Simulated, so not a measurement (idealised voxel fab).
process module | voxel air gaps
cross-section cut | 250 nm wide | cells 5 nm
A cross-section is a grid of square cells, given in bands from the top down. A band is one or more rows of cells.
Each band's line starts with the height of the band's top and of its bottom, in nm. Then come its materials from left to right, each with its width in nm. One material with "throughout" fills the band from edge to edge. "air" is empty space.
Height 0 is the level under which the wafer as received is all one material. The lowest band goes on downwards, as in "0 down".
A width such as "30 to 40" changes by the same amount from each row of cells to the next, from the band's top row to its bottom row.
"no change" after a step means that no cell of the cross-section changed.
closed voids: empty space of 8 cells or more with no open way to the top, each as width x height at its distance from the left edge, in nm
after a step's settings: what the simulator itself notes on the step
overlay nm, on a step with a mask: how far to the right of its planned place the mask lay; to the left if negative
plan
1 op RECEIVE | material Si
2 op CONFORMAL_DEP | material SiO2 | thk nm 15
3 op CONFORMAL_DEP | material SiN | thk nm 5
4 op DIRECTIONAL_DEP | material SiO2 | thk nm 35
5 op MASKED_ETCH | tone open | mask id LINES | width nm 25 | pitch nm 55 | etch materials SiO2 | depth nm 35 | overlay nm 0
6 op CONFORMAL_DEP | material TiN | thk nm 5
7 op FILL_DEP | material Cu | thk nm 5
8 op CMP | height nm 55
9 op EPI | material Ru | thk nm 10
10 op SELECTIVE_ETCH | etch materials SiO2 | depth nm 45
11 op CONFORMAL_DEP | material SiCN | thk nm 5
as received, after step 1
  0 down: Si throughout
  closed voids: none
first wafer at the end, as planned
  70 to 65: air 40 | SiCN 165 | air 45
  65 to 55: air 40 | SiCN 5 | Ru 45 | SiCN 10 | Ru 45 | SiCN 10 | Ru 45 | SiCN 5 | air 45
  55 to 50: air 40 | SiCN 15 | TiN 5 | Cu 15 | TiN 5 | SiCN 30 | TiN 5 | Cu 15 | TiN 5 | SiCN 30 | TiN 5 | Cu 15 | TiN 5 | SiCN 15 | air 45
  50 to 25: air 50 | SiCN 5 | TiN 5 | Cu 15 | TiN 5 | SiCN 5 | air 20 | SiCN 5 | TiN 5 | Cu 15 | TiN 5 | SiCN 5 | air 20 | SiCN 5 | TiN 5 | Cu 15 | TiN 5 | SiCN 5 | air 55
  25 to 20: SiCN 55 | TiN 25 | SiCN 30 | TiN 25 | SiCN 30 | TiN 25 | SiCN 60
  20 to 15: SiN throughout
  15 to 0: SiO2 throughout
  0 down: Si throughout
  closed voids: 20 x 25 at 85; 20 x 25 at 140
second wafer at the end: like start, like plan, one mistake
  60 to 55: SiCN throughout
  55 to 15: SiN throughout
  15 to 0: SiO2 throughout
  0 down: Si throughout
  closed voids: none
what went wrong: step 4 ran as: op DIRECTIONAL_DEP | material SiN | thk nm 35
at the end the second wafer has, in cells: 54 fewer of Cu | 54 fewer of Ru | 78 fewer of SiCN | 350 more of SiN | 51 fewer of TiN
closed voids at the end (first wafer, second wafer): 2, 0
